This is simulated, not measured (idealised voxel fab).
process module | voxel fin reveal
cross-section cut | 295 nm wide | cells 5 nm
A cross-section is a grid of square cells, given in bands from the top down. A band is one or more rows of cells.
Each band's line starts with the height of the band's top and of its bottom, in nm. Then come its materials from left to right, each with its width in nm. One material with "throughout" fills the band from edge to edge. "air" is empty space.
Height 0 is the level under which the wafer as received is all one material. The lowest band goes on downwards, as in "0 down".
A width such as "30 to 40" changes by the same amount from each row of cells to the next, from the band's top row to its bottom row.
"no change" after a step means that no cell of the cross-section changed.
closed voids: empty space of 8 cells or more with no open way to the top, each as width x height at its distance from the left edge, in nm
after a step's settings: what the simulator itself notes on the step
overlay nm, on a step with a mask: how far to the right of its planned place the mask lay; to the left if negative
plan
1 op RECEIVE | material Si
2 op CONFORMAL_DEP | material SiN | thk nm 5
3 op PATTERN | tone cover | mask id FINS | material resist | width nm 15 | pitch nm 40 | thk nm 15 | overlay nm 0
4 op DIRECTIONAL_ETCH | etch materials SiN | depth nm 5
5 op DIRECTIONAL_ETCH | etch materials Si | depth nm 40
6 op STRIP | etch materials resist
7 op FILL_DEP | material SiO2 | thk nm 5
8 op CMP | height nm 5
9 op SELECTIVE_ETCH | etch materials SiO2 | depth nm 30
10 op STRIP | etch materials SiN
11 op CONFORMAL_DEP | material SiO2 | thk nm 5
first wafer, as planned
as received, after step 1
  0 down: Si throughout
  closed voids: none
after step 2
  5 to 0: SiN throughout
  below 0: unchanged
after step 3
  20 to 5: air 80 | resist 15 | air 25 | resist 15 | air 25 | resist 15 | air 25 | resist 15 | air 80
  below 5: unchanged
after step 4
  20 to 5: air 80 | resist 15 | air 25 | resist 15 | air 25 | resist 15 | air 25 | resist 15 | air 80
  5 to 0: air 80 | SiN 15 | air 25 | SiN 15 | air 25 | SiN 15 | air 25 | SiN 15 | air 80
  below 0: unchanged
after step 5
  20 to 5: air 80 | resist 15 | air 25 | resist 15 | air 25 | resist 15 | air 25 | resist 15 | air 80
  5 to 0: air 80 | SiN 15 | air 25 | SiN 15 | air 25 | SiN 15 | air 25 | SiN 15 | air 80
  0 to -40: air 80 | Si 15 | air 25 | Si 15 | air 25 | Si 15 | air 25 | Si 15 | air 80
  below -40: unchanged
after step 6
  5 to 0: air 80 | SiN 15 | air 25 | SiN 15 | air 25 | SiN 15 | air 25 | SiN 15 | air 80
  below 0: unchanged
after step 7
  10 to 5: SiO2 throughout
  5 to 0: SiO2 80 | SiN 15 | SiO2 25 | SiN 15 | SiO2 25 | SiN 15 | SiO2 25 | SiN 15 | SiO2 80
  0 to -40: SiO2 80 | Si 15 | SiO2 25 | Si 15 | SiO2 25 | Si 15 | SiO2 25 | Si 15 | SiO2 80
  below -40: unchanged
after step 8
  5 to 0: SiO2 80 | SiN 15 | SiO2 25 | SiN 15 | SiO2 25 | SiN 15 | SiO2 25 | SiN 15 | SiO2 80
  below 0: unchanged
after step 9
  5 to 0: air 80 | SiN 15 | air 25 | SiN 15 | air 25 | SiN 15 | air 25 | SiN 15 | air 80
  0 to -25: air 80 | Si 15 | air 25 | Si 15 | air 25 | Si 15 | air 25 | Si 15 | air 80
  below -25: unchanged
after step 10
  0 to -25: air 80 | Si 15 | air 25 | Si 15 | air 25 | Si 15 | air 25 | Si 15 | air 80
  below -25: unchanged
after step 11
  5 to 0: air 75 | SiO2 25 | air 15 | SiO2 25 | air 15 | SiO2 25 | air 15 | SiO2 25 | air 75
  0 to -20: air 75 | SiO2 5 | Si 15 | SiO2 5 | air 15 | SiO2 5 | Si 15 | SiO2 5 | air 15 | SiO2 5 | Si 15 | SiO2 5 | air 15 | SiO2 5 | Si 15 | SiO2 5 | air 75
  -20 to -40: SiO2 80 | Si 15 | SiO2 25 | Si 15 | SiO2 25 | Si 15 | SiO2 25 | Si 15 | SiO2 80
  below -40: unchanged
second wafer: like start, like plan, one mistake. Through step 10 it matches the first wafer
when step 11 should have ended
  5 to 0: air 75 | SiN 25 | air 15 | SiN 25 | air 15 | SiN 25 | air 15 | SiN 25 | air 75
  0 to -20: air 75 | SiN 5 | Si 15 | SiN 5 | air 15 | SiN 5 | Si 15 | SiN 5 | air 15 | SiN 5 | Si 15 | SiN 5 | air 15 | SiN 5 | Si 15 | SiN 5 | air 75
  -20 to -25: SiN 80 | Si 15 | SiN 25 | Si 15 | SiN 25 | Si 15 | SiN 25 | Si 15 | SiN 80
  below -25: unchanged
what went wrong: step 11 ran as: op CONFORMAL_DEP | material SiN | thk nm 5
at the end the second wafer has, in cells: 99 more of SiN | 99 fewer of SiO2
